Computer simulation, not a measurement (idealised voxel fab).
process module | voxel trench capacitor
cross-section cut | 240 nm wide | cells 5 nm
A cross-section is a grid of square cells, given in bands from the top down. A band is one or more rows of cells.
Each band's line starts with the height of the band's top and of its bottom, in nm. Then come its materials from left to right, each with its width in nm. One material with "throughout" fills the band from edge to edge. "air" is empty space.
Height 0 is the level under which the wafer as received is all one material. The lowest band goes on downwards, as in "0 down".
A width such as "30 to 40" changes by the same amount from each row of cells to the next, from the band's top row to its bottom row.
"no change" after a step means that no cell of the cross-section changed.
closed voids: empty space of 8 cells or more with no open way to the top, each as width x height at its distance from the left edge, in nm
after a step's settings: what the simulator itself notes on the step
overlay nm, on a step with a mask: how far to the right of its planned place the mask lay; to the left if negative
plan
1 op RECEIVE | material Si
2 op CONFORMAL_DEP | material SiN | thk nm 10
3 op PATTERN | tone open | mask id TRENCH | material resist | width nm 15 | pitch nm 50 | thk nm 15 | overlay nm 0
4 op DIRECTIONAL_ETCH | etch materials SiN | depth nm 10
5 op DIRECTIONAL_ETCH | etch materials Si | depth nm 40
6 op STRIP | etch materials resist
7 op CONFORMAL_DEP | material HfO2 | thk nm 5
8 op CONFORMAL_DEP | material TiN | thk nm 5
9 op FILL_DEP | material W | thk nm 5
10 op CMP | height nm 10
varied across the wafers: width nm of step 3. The plan shows the first wafer's value. All wafers start alike
first wafer as received, after step 1
  0 down: Si throughout
  closed voids: none
each wafer at the end: cells of each material gained (+) or lost (-) since it was received, then its closed voids
width nm 15 | +63 HfO2 | -72 Si | +78 SiN | +27 TiN | closed voids: none
width nm 20 | +66 HfO2 | -96 Si | +72 SiN | +54 TiN | closed voids: none
width nm 25 | +69 HfO2 | -120 Si | +66 SiN | +57 TiN | +24 W | closed voids: none
width nm 30 | +72 HfO2 | -144 Si | +60 SiN | +60 TiN | +48 W | closed voids: none
width nm 35 | +75 HfO2 | -168 Si | +54 SiN | +63 TiN | +72 W | closed voids: none
